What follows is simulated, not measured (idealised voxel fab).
process module | voxel transistor to metal
cross-section cut | 195 nm wide | cells 5 nm
A cross-section is a grid of square cells, given in bands from the top down. A band is one or more rows of cells.
Each band's line starts with the height of the band's top and of its bottom, in nm. Then come its materials from left to right, each with its width in nm. One material with "throughout" fills the band from edge to edge. "air" is empty space.
Height 0 is the level under which the wafer as received is all one material. The lowest band goes on downwards, as in "0 down".
A width such as "30 to 40" changes by the same amount from each row of cells to the next, from the band's top row to its bottom row.
"no change" after a step means that no cell of the cross-section changed.
closed voids: empty space of 8 cells or more with no open way to the top, each as width x height at its distance from the left edge, in nm
after a step's settings: what the simulator itself notes on the step
overlay nm, on a step with a mask: how far to the right of its planned place the mask lay; to the left if negative
plan
1 op RECEIVE | material Si
2 op CONFORMAL_DEP | material SiO2 | thk nm 5
3 op CONFORMAL_DEP | material SiN | thk nm 15
4 op DIRECTIONAL_DEP | material aC | thk nm 15
5 op PATTERN | tone cover | mask id ACTIVE | material resist | width nm 95 | thk nm 30 | overlay nm 0
6 op DIRECTIONAL_ETCH | etch materials aC | depth nm 15
7 op STRIP | etch materials resist
8 op DIRECTIONAL_ETCH | etch materials SiN | depth nm 15
9 op DIRECTIONAL_ETCH | etch materials SiO2 | depth nm 5
10 op DIRECTIONAL_ETCH | etch materials Si | depth nm 25
11 op STRIP | etch materials aC
12 op OXIDIZE | depth nm 5
13 op FILL_DEP | material SiO2 | thk nm 10
14 op CMP | height nm 20
15 op SELECTIVE_ETCH | etch materials SiO2 | depth nm 15
16 op STRIP | etch materials SiN
17 op SELECTIVE_ETCH | etch materials SiO2 | depth nm 5
18 op OXIDIZE | depth nm 5
19 op DIRECTIONAL_DEP | material polySi | thk nm 30
20 op DIRECTIONAL_DEP | material SiCN | thk nm 10
21 op MASKED_ETCH | tone cover | mask id GATE | width nm 25 | etch materials SiCN | depth nm 20 | overlay nm 0
22 op MASKED_ETCH | tone cover | mask id GATE | width nm 25 | etch materials polySi | depth nm 40 | overlay nm 0
23 op CONFORMAL_DEP | material SiO2 | thk nm 5
24 op DIRECTIONAL_ETCH | etch materials SiO2 | depth nm 5
25 op CONFORMAL_DEP | material SiN | thk nm 10
26 op DIRECTIONAL_ETCH | etch materials SiN | depth nm 10
27 op DIRECTIONAL_ETCH | etch materials SiO2 | depth nm 5
28 op DIRECTIONAL_ETCH | etch materials Si | depth nm 10
29 op EPI | material SiGe | thk nm 10
30 op FILL_DEP | material SiO2 | thk nm 5
31 op CMP | height nm 40
32 op DIRECTIONAL_DEP | material SiO2 | thk nm 15
33 op DIRECTIONAL_DEP | material aC | thk nm 10
34 op PATTERN | tone open | mask id CONTACT | material resist | width nm 15 | pitch nm 70 | thk nm 25 | overlay nm 0
35 op DIRECTIONAL_ETCH | etch materials aC | depth nm 10
36 op STRIP | etch materials resist
37 op DIRECTIONAL_ETCH | etch materials SiO2 | depth nm 60
38 op STRIP | etch materials aC
39 op CONFORMAL_DEP | material TiN | thk nm 5
40 op FILL_DEP | material Ru | thk nm 5
41 op CMP | height nm 55
42 op CONFORMAL_DEP | material SiN | thk nm 5
43 op DIRECTIONAL_DEP | material lowk | thk nm 20
44 op PATTERN | tone open | mask id METAL_1 | material resist | width nm 15 | pitch nm 70 | thk nm 20 | overlay nm 0
45 op DIRECTIONAL_ETCH | etch materials lowk | depth nm 20
46 op DIRECTIONAL_ETCH | etch materials SiN | depth nm 5
47 op STRIP | etch materials resist
48 op CONFORMAL_DEP | material TiN | thk nm 5
49 op FILL_DEP | material W | thk nm 10
50 op CMP | height nm 80
51 op CONFORMAL_DEP | material SiCN | thk nm 5
52 op DIRECTIONAL_DEP | material lowk | thk nm 35
53 op PATTERN | tone open | mask id METAL_2 | material resist | width nm 15 | pitch nm 70 | thk nm 15 | overlay nm 0
54 op DIRECTIONAL_ETCH | etch materials lowk | depth nm 20
55 op STRIP | etch materials resist
56 op PATTERN | tone open | mask id METAL_2_HOLES | material resist | width nm 15 | pitch nm 70 | thk nm 20 | overlay nm 0
57 op DIRECTIONAL_ETCH | etch materials lowk | depth nm 15
58 op DIRECTIONAL_ETCH | etch materials SiCN | depth nm 5
59 op STRIP | etch materials resist
60 op CONFORMAL_DEP | material TiN | thk nm 5
61 op FILL_DEP | material Cu | thk nm 5
62 op CMP | height nm 120
63 op CONFORMAL_DEP | material SiCN | thk nm 5
as received, after step 1
  0 down: Si throughout
  closed voids: none
a wafer at the end: this start, this plan, one mistake
  125 to 120: SiCN throughout
  120 to 85: lowk 55 | TiN 5 | Cu 5 | TiN 5 | lowk 55 | TiN 5 | Cu 5 | TiN 5 | lowk 55
  85 to 80: SiCN 55 | TiN 15 | SiCN 55 | TiN 15 | SiCN 55
  80 to 60: lowk 55 | TiN 5 | W 5 | TiN 5 | lowk 55 | TiN 5 | W 5 | TiN 5 | lowk 55
  60 to 55: SiN 55 | TiN 15 | SiN 55 | TiN 15 | SiN 55
  55 to 40: SiO2 55 | TiN 5 | Ru 5 | TiN 5 | SiO2 55 | TiN 5 | Ru 5 | TiN 5 | SiO2 55
  40 to 30: SiO2 55 | TiN 5 | Ru 5 | TiN 5 | SiN 10 | SiO2 5 | SiCN 25 | SiO2 5 | SiN 10 | TiN 5 | Ru 5 | TiN 5 | SiO2 55
  30 to 10: SiO2 55 | TiN 5 | Ru 5 | TiN 5 | SiN 10 | SiO2 5 | polySi 25 | SiO2 5 | SiN 10 | TiN 5 | Ru 5 | TiN 5 | SiO2 55
  10 to 5: SiO2 55 | TiN 15 | SiN 10 | SiO2 5 | polySi 25 | SiO2 5 | SiN 10 | TiN 15 | SiO2 55
  5 to 0: SiO2 55 | TiN 5 | SiGe 10 | SiN 10 | SiO2 5 | polySi 25 | SiO2 5 | SiN 10 | SiGe 10 | TiN 5 | SiO2 55
  0 to -5: SiO2 35 | SiN 15 | SiO2 5 | TiN 5 | SiGe 10 | SiO2 55 | SiGe 10 | TiN 5 | SiO2 5 | SiN 15 | SiO2 35
  -5 to -15: SiO2 35 | SiN 15 | SiO2 10 | SiGe 10 | Si 55 | SiGe 10 | SiO2 10 | SiN 15 | SiO2 35
  -15 to -20: SiO2 60 | Si 75 | SiO2 60
  -20 to -30: SiO2 55 | Si 85 | SiO2 55
  -30 down: Si throughout
  closed voids: none
what went wrong: steps 15 and 16 were swapped
